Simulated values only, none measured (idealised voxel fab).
Process module under the name voxel released beams
Cross-section cut spans 145 nm and uses square cells 5 nm in size.
If you're reading a cross-section in this doc, picture square cells in a grid; it comes to you as bands, top ones listed first down to the bottom, and a band can be one or more rows of cells. Band entry format. Leading values: height of top, height of bottom, nm. Remainder: materials in left-to-right order, each with its width in nm. Special words: "throughout" on a single material, which then fills the band edge to edge; "air", empty space. Height is counted from the level 0, under which the received wafer is composed throughout of one material. The lowest of the bands is not closed at the bottom but continues downward, in the notation "z 0 and below". The width entry "30..40" should be interpreted row by row: the top row of cells in the band takes the first number, the bottom row takes the second number, and the change between adjacent rows is uniform throughout. Take "left unchanged" at face value: in the step it is given for, the cross-section changed in none of its cells. "closed voids" enumerates empty spaces isolated from the top, with no open way to it, that contain at least 8 cells, giving each as width x height at distance from the left edge, all three in nm. Text after the settings on a step's line: the simulator's own remark on that step. The setting "overlay nm" may be written on the line of a step. When the step uses a mask, the value reports how far to the right of the planned place the mask lay, and a negative value reports that it lay to the left.
# plan
1) op RECEIVE | material Si
2) op CONFORMAL_DEP | material Al2O3 | thk nm 5
3) op DIRECTIONAL_DEP | material SiO2 | thk nm 10
4) op MASKED_ETCH | tone open | mask id ANCHOR | width nm 40 | etch materials SiO2 | depth nm 10 | overlay nm 0
5) op CONFORMAL_DEP | material SiN | thk nm 15
6) op MASKED_ETCH | tone cover | mask id BEAM | width nm 85 | etch materials SiN | depth nm 15 | overlay nm 0
7) op STRIP | etch materials SiO2
Be aware that, although all wafers share a common starting state, the thk nm at step 2 differs among them, and the plan displays the first wafer's value.
# The first of several wafers in cross-section, exactly as it reached us after step 1
z 0 and below: Si throughout
closed voids: none
# Once step 7, the last step, is complete, the module is at its end; this is the cross-section of the first of several wafers
z 30 to 20: air=25 / SiN=20 / air=10 / SiN=55 / air=35
z 20 to 15: air=25 / SiN=85 / air=35
z 15 to 5: air=30 / SiN=40 / air=75
z 5 to 0: Al2O3 throughout
z 0 and below: Si throughout
closed voids: none
# Last wafer, end of module, cross-section
z 50 to 40: air=25 / SiN=20 / air=10 / SiN=55 / air=35
z 40 to 35: air=25 / SiN=85 / air=35
z 35 to 25: air=30 / SiN=40 / air=75
z 25 to 0: Al2O3 throughout
z 0 and below: Si throughout
closed voids: none
# Every row in this table is a wafer at the end of the module, and it gives, for each of the materials, the cells that wafer has gained (+) or lost (-) since it was received, then its closed voids
thk nm 5 | +29 Al2O3 | +63 SiN | closed voids: none
thk nm 10 | +58 Al2O3 | +63 SiN | closed voids: none
thk nm 15 | +87 Al2O3 | +63 SiN | closed voids: none
thk nm 20 | +116 Al2O3 | +63 SiN | closed voids: none
thk nm 25 | +145 Al2O3 | +63 SiN | closed voids: none
